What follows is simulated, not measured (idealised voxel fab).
process module | voxel quadruple lines
cross-section cut | 185 nm wide | cells 5 nm
A cross-section is a grid of square cells, given in bands from the top down. A band is one or more rows of cells.
Each band's line starts with the height of the band's top and of its bottom, in nm. Then come its materials from left to right, each with its width in nm. One material with "throughout" fills the band from edge to edge. "air" is empty space.
Height 0 is the level under which the wafer as received is all one material. The lowest band goes on downwards, as in "0 down".
A width such as "30 to 40" changes by the same amount from each row of cells to the next, from the band's top row to its bottom row.
"no change" after a step means that no cell of the cross-section changed.
closed voids: empty space of 8 cells or more with no open way to the top, each as width x height at its distance from the left edge, in nm
after a step's settings: what the simulator itself notes on the step
overlay nm, on a step with a mask: how far to the right of its planned place the mask lay; to the left if negative
plan
1 op RECEIVE | material Si
2 op CONFORMAL_DEP | material SiO2 | thk nm 5
3 op DIRECTIONAL_DEP | material W | thk nm 10
4 op DIRECTIONAL_DEP | material polySi | thk nm 20
5 op DIRECTIONAL_DEP | material aC | thk nm 25
6 op PATTERN | tone cover | mask id MANDREL | material resist | width nm 35 | thk nm 35 | overlay nm 0
7 op DIRECTIONAL_ETCH | etch materials aC | depth nm 25
8 op STRIP | etch materials resist
9 op CONFORMAL_DEP | material SiO2 | thk nm 15
10 op DIRECTIONAL_ETCH | etch materials SiO2 | depth nm 15
11 op STRIP | etch materials aC
12 op DIRECTIONAL_ETCH | etch materials polySi | depth nm 20
13 op STRIP | etch materials SiO2
14 op CONFORMAL_DEP | material SiN | thk nm 10
15 op DIRECTIONAL_ETCH | etch materials SiN | depth nm 10
16 op STRIP | etch materials polySi
17 op DIRECTIONAL_ETCH | etch materials W | depth nm 10
18 op STRIP | etch materials SiN
19 op FILL_DEP | material SiO2 | thk nm 5
20 op CMP | height nm 15
as received, after step 1
  0 down: Si throughout
  closed voids: none
a wafer at the end: this start, this plan, one mistake
  15 to 5: SiO2 65 | W 55 | SiO2 65
  5 to 0: SiO2 throughout
  0 down: Si throughout
  closed voids: none
what went wrong: step 11 ran as: op STRIP | etch materials SiO2
